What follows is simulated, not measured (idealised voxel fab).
A process module follows: voxel ribs on slabs.
Shown is cross-section cut, with a width of 155 nm and square cells of size 5 nm.
In this document a cross-section is written as a grid of square cells. It is given as a series of bands, listed from the top down, and a band is one or more rows of cells. Heads up on the band format: heights come first, top then bottom, in nm. After that it's the materials left to right, each with its width in nm. A single material flagged "edge to edge" fills the whole band edge to edge, and "empty" means there's empty space there. Height reference: 0 = level under which incoming wafer is all one material. Lowest band: no bottom, runs on downward, e.g. "0..down". Width "30..40": first value at the band's top row of cells, second value at its bottom row, equal change from row to row. "identical to before", as given for a step, is the statement that not any cell of the cross-section underwent a change during that step. Entry "Closed void listing". Content: empty spaces with no open connection to the top, size 8 cells or greater. Each: width x height at distance. Distance: from left edge. Unit: nm. Past the settings on a step's line: simulator remark, on that step. What "overlay nm" on a step's line means: if the step has a mask, that mask lay this far to the right of its planned place, or, when the value is negative, to the left.

### This section lists the process steps that were planned
- 1: op RECEIVE | material Si
- 2: op DIRECTIONAL_DEP | material SiO2 | thk nm 25
- 3: op DIRECTIONAL_DEP | material SiN | thk nm 20
- 4: op DIRECTIONAL_DEP | material aC | thk nm 10
- 5: op PATTERN | tone cover | mask id RIB | material resist | width nm 30 | thk nm 25 | overlay nm 0
- 6: op DIRECTIONAL_ETCH | etch materials aC | depth nm 10
- 7: op STRIP | etch materials resist
- 8: op DIRECTIONAL_ETCH | etch materials SiN | depth nm 5
- 9: op STRIP | etch materials aC
- 10: op MASKED_ETCH | tone cover | mask id SLAB | width nm 90 | etch materials SiN | depth nm 15 | overlay nm 0
- 11: op FILL_DEP | material SiO2 | thk nm 25
- 12: op CMP | height nm 60
- 13: op DIRECTIONAL_DEP | material W | thk nm 5
- 14: op DIRECTIONAL_DEP | material aC | thk nm 15
- 15: op PATTERN | tone cover | mask id HEATER | material resist | width nm 40 | thk nm 30 | overlay nm 0
- 16: op DIRECTIONAL_ETCH | etch materials aC | depth nm 15
- 17: op STRIP | etch materials resist
- 18: op DIRECTIONAL_ETCH | etch materials W | depth nm 5
- 19: op STRIP | etch materials aC
- 20: op CONFORMAL_DEP | material SiO2 | thk nm 10

### Cross-section of the wafer upon arrival, representing the state reached after step 1
- 0..down = Si edge to edge
- Closed void listing: none

### The first of two wafers, cross-sectioned at the end of the module, with the run proceeding as planned
- 75..70 = empty (45), SiO2 (60), empty (50)
- 70..65 = SiO2 edge to edge
- 65..60 = SiO2 (55), W (40), SiO2 (60)
- 60..45 = SiO2 edge to edge
- 45..40 = SiO2 (60), SiN (30), SiO2 (65)
- 40..25 = SiO2 (30), SiN (90), SiO2 (35)
- 25..0 = SiO2 edge to edge
- 0..down = Si edge to edge
- Closed void listing: none

### second wafer at the end: like start, like plan, one mistake
- 85..75 = SiO2 edge to edge
- 75..60 = W edge to edge
- 60..45 = SiO2 edge to edge
- 45..40 = SiO2 (60), SiN (30), SiO2 (65)
- 40..25 = SiO2 (30), SiN (90), SiO2 (35)
- 25..0 = SiO2 edge to edge
- 0..down = Si edge to edge
- Closed void listing: none
Deviation noted in wafer processing: contrary to plan, step 14 was performed as op DIRECTIONAL_DEP | material W | thk nm 15
The closing comparison, in cells, has the second wafer with more or fewer of some materials than the first: SiO2 -4, W +85
